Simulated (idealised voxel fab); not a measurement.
process module | voxel self aligned contacts
cross-section cut | 250 nm wide | cells 5 nm
A cross-section is a grid of square cells, given in bands from the top down. A band is one or more rows of cells.
Each band's line starts with the height of the band's top and of its bottom, in nm. Then come its materials from left to right, each with its width in nm. One material with "throughout" fills the band from edge to edge. "air" is empty space.
Height 0 is the level under which the wafer as received is all one material. The lowest band goes on downwards, as in "0 down".
A width such as "30 to 40" changes by the same amount from each row of cells to the next, from the band's top row to its bottom row.
"no change" after a step means that no cell of the cross-section changed.
closed voids: empty space of 8 cells or more with no open way to the top, each as width x height at its distance from the left edge, in nm
after a step's settings: what the simulator itself notes on the step
overlay nm, on a step with a mask: how far to the right of its planned place the mask lay; to the left if negative
plan
1 op RECEIVE | material Si
2 op OXIDIZE | depth nm 5
3 op DIRECTIONAL_DEP | material polySi | thk nm 20
4 op DIRECTIONAL_DEP | material SiN | thk nm 20
5 op MASKED_ETCH | tone cover | mask id GATE | width nm 35 | pitch nm 60 | etch materials SiN | depth nm 20 | overlay nm 0
6 op MASKED_ETCH | tone cover | mask id GATE | width nm 35 | pitch nm 60 | etch materials polySi | depth nm 20 | overlay nm 0
7 op CONFORMAL_DEP | material SiN | thk nm 5
8 op DIRECTIONAL_ETCH | etch materials SiN | depth nm 5
9 op FILL_DEP | material SiO2 | thk nm 20
10 op CMP | height nm 50
11 op PATTERN | tone open | mask id CONTACT | material resist | width nm 45 | thk nm 15 | overlay nm 0
12 op DIRECTIONAL_ETCH | etch materials SiO2 | depth nm 55
13 op STRIP | etch materials resist
14 op CONFORMAL_DEP | material TiN | thk nm 5
15 op FILL_DEP | material Ru | thk nm 5
16 op CMP | height nm 50
17 op CONFORMAL_DEP | material SiN | thk nm 5
first wafer, as planned
as received, after step 1
  0 down: Si throughout
  closed voids: none
after step 2
  0 to -5: SiO2 throughout
  below -5: unchanged
after step 3
  20 to 0: polySi throughout
  below 0: unchanged
after step 4
  40 to 20: SiN throughout
  below 20: unchanged
after step 5
  40 to 20: air 75 | SiN 35 | air 25 | SiN 35 | air 80
  below 20: unchanged
after step 6
  40 to 20: air 75 | SiN 35 | air 25 | SiN 35 | air 80
  20 to 0: air 75 | polySi 35 | air 25 | polySi 35 | air 80
  below 0: unchanged
after step 7
  45 to 20: air 70 | SiN 45 | air 15 | SiN 45 | air 75
  20 to 5: air 70 | SiN 5 | polySi 35 | SiN 5 | air 15 | SiN 5 | polySi 35 | SiN 5 | air 75
  5 to 0: SiN 75 | polySi 35 | SiN 25 | polySi 35 | SiN 80
  below 0: unchanged
after step 8
  40 to 20: air 70 | SiN 45 | air 15 | SiN 45 | air 75
  20 to 0: air 70 | SiN 5 | polySi 35 | SiN 5 | air 15 | SiN 5 | polySi 35 | SiN 5 | air 75
  below 0: unchanged
after step 9
  60 to 40: SiO2 throughout
  40 to 20: SiO2 70 | SiN 45 | SiO2 15 | SiN 45 | SiO2 75
  20 to 0: SiO2 70 | SiN 5 | polySi 35 | SiN 5 | SiO2 15 | SiN 5 | polySi 35 | SiN 5 | SiO2 75
  below 0: unchanged
after step 10
  50 to 40: SiO2 throughout
  below 40: unchanged
after step 11
  65 to 50: resist 100 | air 45 | resist 105
  below 50: unchanged
after step 12
  65 to 50: resist 100 | air 45 | resist 105
  50 to 40: SiO2 100 | air 45 | SiO2 105
  40 to 20: SiO2 70 | SiN 45 | air 15 | SiN 45 | SiO2 75
  20 to 0: SiO2 70 | SiN 5 | polySi 35 | SiN 5 | air 15 | SiN 5 | polySi 35 | SiN 5 | SiO2 75
  0 to -5: SiO2 115 | air 15 | SiO2 120
  below -5: unchanged
after step 13
  50 to 40: SiO2 100 | air 45 | SiO2 105
  below 40: unchanged
after step 14
  55 to 50: TiN 105 | air 35 | TiN 110
  50 to 40: SiO2 100 | TiN 5 to 20 | air 35 to 5 | TiN 5 to 20 | SiO2 105
  40 to 20: SiO2 70 | SiN 45 | TiN 5 | air 5 | TiN 5 | SiN 45 | SiO2 75
  20 to 0: SiO2 70 | SiN 5 | polySi 35 | SiN 5 | TiN 5 | air 5 | TiN 5 | SiN 5 | polySi 35 | SiN 5 | SiO2 75
  0 to -5: SiO2 115 | TiN 15 | SiO2 120
  below -5: unchanged
after step 15
  60 to 55: Ru throughout
  55 to 50: TiN 105 | Ru 35 | TiN 110
  50 to 40: SiO2 100 | TiN 5 to 20 | Ru 35 to 5 | TiN 5 to 20 | SiO2 105
  40 to 20: SiO2 70 | SiN 45 | TiN 5 | Ru 5 | TiN 5 | SiN 45 | SiO2 75
  20 to 0: SiO2 70 | SiN 5 | polySi 35 | SiN 5 | TiN 5 | Ru 5 | TiN 5 | SiN 5 | polySi 35 | SiN 5 | SiO2 75
  below 0: unchanged
after step 16
  50 to 40: SiO2 100 | TiN 5 to 20 | Ru 35 to 5 | TiN 5 to 20 | SiO2 105
  below 40: unchanged
after step 17
  55 to 50: SiN throughout
  below 50: unchanged
second wafer: like start, like plan, one mistake. Through step 10 it matches the first wafer
when step 11 should have ended
  65 to 50: resist 95 | air 55 | resist 100
  below 50: unchanged
when step 12 should have ended
  65 to 50: resist 95 | air 55 | resist 100
  50 to 40: SiO2 95 | air 55 | SiO2 100
  40 to 20: SiO2 70 | SiN 45 | air 15 | SiN 45 | SiO2 75
  20 to 0: SiO2 70 | SiN 5 | polySi 35 | SiN 5 | air 15 | SiN 5 | polySi 35 | SiN 5 | SiO2 75
  0 to -5: SiO2 115 | air 15 | SiO2 120
  below -5: unchanged
when step 13 should have ended
  50 to 40: SiO2 95 | air 55 | SiO2 100
  below 40: unchanged
when step 14 should have ended
  55 to 50: TiN 100 | air 45 | TiN 105
  50 to 40: SiO2 95 | TiN 5 to 25 | air 45 to 5 | TiN 5 to 25 | SiO2 100
  40 to 20: SiO2 70 | SiN 45 | TiN 5 | air 5 | TiN 5 | SiN 45 | SiO2 75
  20 to 0: SiO2 70 | SiN 5 | polySi 35 | SiN 5 | TiN 5 | air 5 | TiN 5 | SiN 5 | polySi 35 | SiN 5 | SiO2 75
  0 to -5: SiO2 115 | TiN 15 | SiO2 120
  below -5: unchanged
when step 15 should have ended
  60 to 55: Ru throughout
  55 to 50: TiN 100 | Ru 45 | TiN 105
  50 to 40: SiO2 95 | TiN 5 to 25 | Ru 45 to 5 | TiN 5 to 25 | SiO2 100
  40 to 20: SiO2 70 | SiN 45 | TiN 5 | Ru 5 | TiN 5 | SiN 45 | SiO2 75
  20 to 0: SiO2 70 | SiN 5 | polySi 35 | SiN 5 | TiN 5 | Ru 5 | TiN 5 | SiN 5 | polySi 35 | SiN 5 | SiO2 75
  below 0: unchanged
when step 16 should have ended
  50 to 40: SiO2 95 | TiN 5 to 25 | Ru 45 to 5 | TiN 5 to 25 | SiO2 100
  below 40: unchanged
when step 17 should have ended
  55 to 50: SiN throughout
  below 50: unchanged
what went wrong: step 11 ran as: op PATTERN | tone open | mask id CONTACT | material resist | width nm 55 | thk nm 15 | overlay nm 0
at the end the second wafer has, in cells: 2 more of Ru | 4 fewer of SiO2 | 2 more of TiN
